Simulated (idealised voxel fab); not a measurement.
Module name: voxel self aligned vias (process module)
245 nm wide, 5 nm square cells: that's cross-section cut.
Cross-section spec: square-cell grid; bands listed top down; each band is one or more rows.
Per band: top height and bottom height in nm, followed by the left-to-right materials and their widths in nm; "full width" marks a single material spanning edge to edge, "blank" marks empty space.
Height is counted from the level 0, under which the received wafer is composed throughout of one material. The lowest of the bands is not closed at the bottom but continues downward, in the notation "0 and below".
The two numbers in a width such as "30..40" mark its ends across the band: the first belongs to the top row of cells, the second to the bottom row, and from each row to the next the width moves by the same amount.
Basically "remained the same" means that step didn't change any cell in the cross-section.
"closed voids" enumerates empty spaces isolated from the top, with no open way to it, that contain at least 8 cells, giving each as width x height at distance from the left edge, all three in nm.
The remark found on a step's line after its settings is issued by the simulator itself and pertains to that step.
The setting "overlay nm" may be written on the line of a step. When the step uses a mask, the value reports how far to the right of the planned place the mask lay, and a negative value reports that it lay to the left.

Steps in the process plan
1: RECEIVE | material Si
2: CONFORMAL_DEP | material SiO2 | thk nm 15
3: CONFORMAL_DEP | material SiCN | thk nm 5
4: DIRECTIONAL_DEP | material SiO2 | thk nm 25
5: MASKED_ETCH | tone open | mask id LINES | width nm 30 | pitch nm 65 | etch materials SiO2 | depth nm 25 | overlay nm 0
6: CONFORMAL_DEP | material TiN | thk nm 5
7: FILL_DEP | material W | thk nm 10
8: CMP | height nm 45
9: SELECTIVE_ETCH | etch materials W Ru TiN | depth nm 5
10: FILL_DEP | material SiN | thk nm 5
11: CMP | height nm 45
12: DIRECTIONAL_DEP | material SiO2 | thk nm 15
13: MASKED_ETCH | tone open | mask id VIAS | width nm 50 | pitch nm 65 | etch materials SiO2 | depth nm 15 | overlay nm 0
14: MASKED_ETCH | tone open | mask id VIAS | width nm 50 | pitch nm 65 | etch materials SiN | depth nm 5 | overlay nm 0
15: CONFORMAL_DEP | material TiN | thk nm 5
16: FILL_DEP | material W | thk nm 5
17: CMP | height nm 60
18: CONFORMAL_DEP | material SiCN | thk nm 5

First of two wafers: run as planned

Here's what the wafer looked like in cross-section when it arrived - that's after step 1
  0 and below = Si full width
  closed voids: none

After step 2, in cross-section
  15 down to 0 = SiO2 full width
  No changes below 0.

After step 3, in cross-section
  20 down to 15 = SiCN full width
  No changes below 15.

After step 4, in cross-section
  45 down to 20 = SiO2 full width
  No changes below 20.

After step 5, in cross-section
  45 down to 20 = SiO2 40, then blank 30, then SiO2 35, then blank 30, then SiO2 35, then blank 30, then SiO2 45
  No changes below 20.

After step 6, in cross-section
  50 down to 45 = TiN 45, then blank 20, then TiN 45, then blank 20, then TiN 45, then blank 20, then TiN 50
  45 down to 25 = SiO2 40, then TiN 5, then blank 20, then TiN 5, then SiO2 35, then TiN 5, then blank 20, then TiN 5, then SiO2 35, then TiN 5, then blank 20, then TiN 5, then SiO2 45
  25 down to 20 = SiO2 40, then TiN 30, then SiO2 35, then TiN 30, then SiO2 35, then TiN 30, then SiO2 45
  No changes below 20.

After step 7, in cross-section
  60 down to 50 = W full width
  50 down to 45 = TiN 45, then W 20, then TiN 45, then W 20, then TiN 45, then W 20, then TiN 50
  45 down to 25 = SiO2 40, then TiN 5, then W 20, then TiN 5, then SiO2 35, then TiN 5, then W 20, then TiN 5, then SiO2 35, then TiN 5, then W 20, then TiN 5, then SiO2 45
  No changes below 25.

After step 8, in cross-section
  45 down to 25 = SiO2 40, then TiN 5, then W 20, then TiN 5, then SiO2 35, then TiN 5, then W 20, then TiN 5, then SiO2 35, then TiN 5, then W 20, then TiN 5, then SiO2 45
  No changes below 25.

After step 9, in cross-section
  45 down to 40 = SiO2 40, then blank 30, then SiO2 35, then blank 30, then SiO2 35, then blank 30, then SiO2 45
  No changes below 40.

After step 10, in cross-section
  50 down to 45 = SiN full width
  45 down to 40 = SiO2 40, then SiN 30, then SiO2 35, then SiN 30, then SiO2 35, then SiN 30, then SiO2 45
  No changes below 40.

After step 11, in cross-section
  45 down to 40 = SiO2 40, then SiN 30, then SiO2 35, then SiN 30, then SiO2 35, then SiN 30, then SiO2 45
  No changes below 40.

After step 12, in cross-section
  60 down to 45 = SiO2 full width
  No changes below 45.

After step 13, in cross-section
  60 down to 45 = SiO2 30, then blank 50, then SiO2 15, then blank 50, then SiO2 15, then blank 50, then SiO2 35
  No changes below 45.

After step 14, in cross-section
  60 down to 45 = SiO2 30, then blank 50, then SiO2 15, then blank 50, then SiO2 15, then blank 50, then SiO2 35
  45 down to 40 = SiO2 40, then blank 30, then SiO2 35, then blank 30, then SiO2 35, then blank 30, then SiO2 45
  No changes below 40.

After step 15, in cross-section
  65 down to 60 = TiN 35, then blank 40, then TiN 25, then blank 40, then TiN 25, then blank 40, then TiN 40
  60 down to 50 = SiO2 30, then TiN 5, then blank 40, then TiN 5, then SiO2 15, then TiN 5, then blank 40, then TiN 5, then SiO2 15, then TiN 5, then blank 40, then TiN 5, then SiO2 35
  50 down to 45 = SiO2 30, then TiN 15, then blank 20, then TiN 15, then SiO2 15, then TiN 15, then blank 20, then TiN 15, then SiO2 15, then TiN 15, then blank 20, then TiN 15, then SiO2 35
  45 down to 40 = SiO2 40, then TiN 30, then SiO2 35, then TiN 30, then SiO2 35, then TiN 30, then SiO2 45
  No changes below 40.

After step 16, in cross-section
  70 down to 65 = W full width
  65 down to 60 = TiN 35, then W 40, then TiN 25, then W 40, then TiN 25, then W 40, then TiN 40
  60 down to 50 = SiO2 30, then TiN 5, then W 40, then TiN 5, then SiO2 15, then TiN 5, then W 40, then TiN 5, then SiO2 15, then TiN 5, then W 40, then TiN 5, then SiO2 35
  50 down to 45 = SiO2 30, then TiN 15, then W 20, then TiN 15, then SiO2 15, then TiN 15, then W 20, then TiN 15, then SiO2 15, then TiN 15, then W 20, then TiN 15, then SiO2 35
  No changes below 45.

After step 17, in cross-section
  60 down to 50 = SiO2 30, then TiN 5, then W 40, then TiN 5, then SiO2 15, then TiN 5, then W 40, then TiN 5, then SiO2 15, then TiN 5, then W 40, then TiN 5, then SiO2 35
  No changes below 50.

After step 18, in cross-section
  65 down to 60 = SiCN full width
  No changes below 60.

Wafer two. Identical start, identical plan. One mistake in execution. Identical history through step 12

When step 13 should have ended
  60 down to 45 = SiO2 20, then blank 50, then SiO2 15, then blank 50, then SiO2 15, then blank 50, then SiO2 45
  No changes below 45.

When step 14 should have ended
  60 down to 45 = SiO2 20, then blank 50, then SiO2 15, then blank 50, then SiO2 15, then blank 50, then SiO2 45
  45 down to 40 = SiO2 40, then blank 30, then SiO2 35, then blank 30, then SiO2 35, then blank 30, then SiO2 45
  No changes below 40.

When step 15 should have ended
  65 down to 60 = TiN 25, then blank 40, then TiN 25, then blank 40, then TiN 25, then blank 40, then TiN 50
  60 down to 50 = SiO2 20, then TiN 5, then blank 40, then TiN 5, then SiO2 15, then TiN 5, then blank 40, then TiN 5, then SiO2 15, then TiN 5, then blank 40, then TiN 5, then SiO2 45
  50 down to 45 = SiO2 20, then TiN 25, then blank 20, then TiN 5, then SiO2 15, then TiN 25, then blank 20, then TiN 5, then SiO2 15, then TiN 25, then blank 20, then TiN 5, then SiO2 45
  45 down to 40 = SiO2 40, then TiN 30, then SiO2 35, then TiN 30, then SiO2 35, then TiN 30, then SiO2 45
  No changes below 40.

When step 16 should have ended
  70 down to 65 = W full width
  65 down to 60 = TiN 25, then W 40, then TiN 25, then W 40, then TiN 25, then W 40, then TiN 50
  60 down to 50 = SiO2 20, then TiN 5, then W 40, then TiN 5, then SiO2 15, then TiN 5, then W 40, then TiN 5, then SiO2 15, then TiN 5, then W 40, then TiN 5, then SiO2 45
  50 down to 45 = SiO2 20, then TiN 25, then W 20, then TiN 5, then SiO2 15, then TiN 25, then W 20, then TiN 5, then SiO2 15, then TiN 25, then W 20, then TiN 5, then SiO2 45
  No changes below 45.

When step 17 should have ended
  60 down to 50 = SiO2 20, then TiN 5, then W 40, then TiN 5, then SiO2 15, then TiN 5, then W 40, then TiN 5, then SiO2 15, then TiN 5, then W 40, then TiN 5, then SiO2 45
  No changes below 50.

When step 18 should have ended
  65 down to 60 = SiCN full width
  No changes below 60.
Processing error: step 13 changed vs plan, executed as MASKED_ETCH | tone open | mask id VIAS | width nm 50 | pitch nm 65 | etch materials SiO2 | depth nm 15 | overlay nm -10
By the end, you'd get the same cell count for each material on either wafer, but the second wafer puts them somewhere else.
